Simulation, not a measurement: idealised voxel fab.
Process module, titled voxel air gaps
Pictured: cross-section cut, 220 nm wide, on a grid of 5 nm square cells.
Think of the cross-section as a grid of square cells. We describe it in bands, top to bottom, and each band covers one or more rows of those cells.
First you get the band's top height and its bottom height, in nm, and then the materials it's made of, left to right, with each width in nm. If you see a single material with "all across", that one covers the band edge to edge. "air" is empty space.
Heads up on the height convention: 0 is the point under which the incoming wafer is all one material, and the lowest band has no bottom, it just keeps going down, like "z 0 and below".
Read "30 to 40" as a graded width: first number on top, second number at the bottom, same change between each pair of neighbouring rows.
"same as before" (step): cross-section cells unchanged, all of them.
"Completely enclosed voids" specifies each empty space that is not open to the top and that occupies no fewer than 8 cells, using the form width x height at distance, the distance measured from the left edge and all three quantities in nm.
If you see something after the settings on a step's line, that's the simulator's own remark about that step.
overlay nm: step with mask; distance mask lay right of planned place; negative value = left of planned place.

Listed below are the process steps as planned:
1: RECEIVE, material Si
2: CONFORMAL_DEP, material SiO2, thk nm 15
3: CONFORMAL_DEP, material SiCN, thk nm 5
4: DIRECTIONAL_DEP, material SiO2, thk nm 30
5: DIRECTIONAL_DEP, material aC, thk nm 10
6: PATTERN, tone open, mask id LINES, material resist, width nm 15, pitch nm 45, thk nm 30, overlay nm 0
7: DIRECTIONAL_ETCH, etch materials aC, depth nm 10
8: STRIP, etch materials resist
9: DIRECTIONAL_ETCH, etch materials SiO2, depth nm 30
10: STRIP, etch materials aC
11: CONFORMAL_DEP, material TiN, thk nm 5
12: FILL_DEP, material W, thk nm 10
13: CMP, height nm 50
14: EPI, material Ru, thk nm 10
15: SELECTIVE_ETCH, etch materials SiO2, depth nm 40
16: CONFORMAL_DEP, material SiCN, thk nm 5
Don't read the plan's width nm for step 6 as applying to every wafer: that's the first wafer's value, and the wafers differ in it, though they all start identical.

After step 1, as received: first of several wafers, cross-section:
  z 0 and below | Si all across
  Completely enclosed voids: none

Basically each wafer gets a line in the table, showing it at the end of the module: material by material, the cells it gained (+) or lost (-) since we got it, then its closed voids:
width nm 15, +56 Ru, +184 SiCN, +132 SiO2, +52 TiN, +20 W, Completely enclosed voids: 20 x 20 at 55; 20 x 20 at 100; 20 x 20 at 145
width nm 20, +64 Ru, +172 SiCN, +132 SiO2, +56 TiN, +40 W, Completely enclosed voids: 15 x 20 at 55; 15 x 20 at 100; 15 x 20 at 145
width nm 25, +72 Ru, +112 SiCN, +204 SiO2, +60 TiN, +60 W, Completely enclosed voids: none
width nm 30, +74 Ru, +112 SiCN, +186 SiO2, +64 TiN, +80 W, Completely enclosed voids: none
